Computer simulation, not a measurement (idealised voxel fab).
The name of this process module is voxel lift off.
Shown is cross-section cut, with a width of 285 nm and square cells of size 5 nm.
Square cells in a grid make up a cross-section in this document, and the grid is given as bands, listed from the top down, each one or more rows of cells.
Band: top and bottom heights (nm) first, top before bottom; then materials from left to right, widths in nm. "edge to edge" marks a sole material filling the band edge to edge. "empty" denotes empty space.
The level at which height equals 0 is the one under which the wafer, as it arrives, is entirely one material. No lower edge exists for the bottom band, which continues downward and is notated as in "0 down".
With a width like "30..40", each row of cells in the band differs from the next by the same amount, the top row carrying the first number and the bottom row the second.
Step note "no alterations made" = no cross-section cell changed.
In the "Closed void inventory" entry, you get each enclosed empty space of 8 cells or more, one with no open way to the top, written width x height at distance, distance from the left edge, in nm.
On each step's line, the part that comes after the settings is the simulator's own comment on the step.
When a step includes a mask, the "overlay nm" setting on its line states how far to the right of its planned place that mask lay, and negative values state how far to the left.
The steps planned for the process are as follows:
| 1 | RECEIVE, material Si |
| 2 | CONFORMAL_DEP, material SiO2, thk nm 15 |
| 3 | PATTERN, tone open, mask id LINES, material resist, width nm 25, pitch nm 40, thk nm 20, overlay nm 0 |
| 4 | DIRECTIONAL_DEP, material Ru, thk nm 10 |
| 5 | STRIP, etch materials resist |
| 6 | CONFORMAL_DEP, material SiN, thk nm 10 |
Received-state cross-section, reflecting completion of step 1:
- 0 down = Si edge to edge
- Closed void inventory: none
Run as planned - first of the two wafers cross-sectioned at the end of the module:
- 35 to 25 = empty 100 nm; SiN 85 nm; empty 100 nm
- 25 to 15 = SiN 110 nm; Ru 25 nm; SiN 15 nm; Ru 25 nm; SiN 110 nm
- 15 to 0 = SiO2 edge to edge
- 0 down = Si edge to edge
- Closed void inventory: none
Same start, same plan as the first wafer - but one mistake in the run. Cross-section of the second of the two at the end of the module:
- 35 to 25 = empty 105 nm; SiN 80 nm; empty 100 nm
- 25 to 15 = SiN 115 nm; Ru 20 nm; SiN 20 nm; Ru 20 nm; SiN 110 nm
- 15 to 0 = SiO2 edge to edge
- 0 down = Si edge to edge
- Closed void inventory: none
Want to know what went wrong? step 3 did not use the planned setting and instead ran as PATTERN, tone open, mask id LINES, material resist, width nm 20, pitch nm 40, thk nm 20, overlay nm 0
Cell-count delta at end, second wafer over first, by material: -4 Ru, +2 SiN
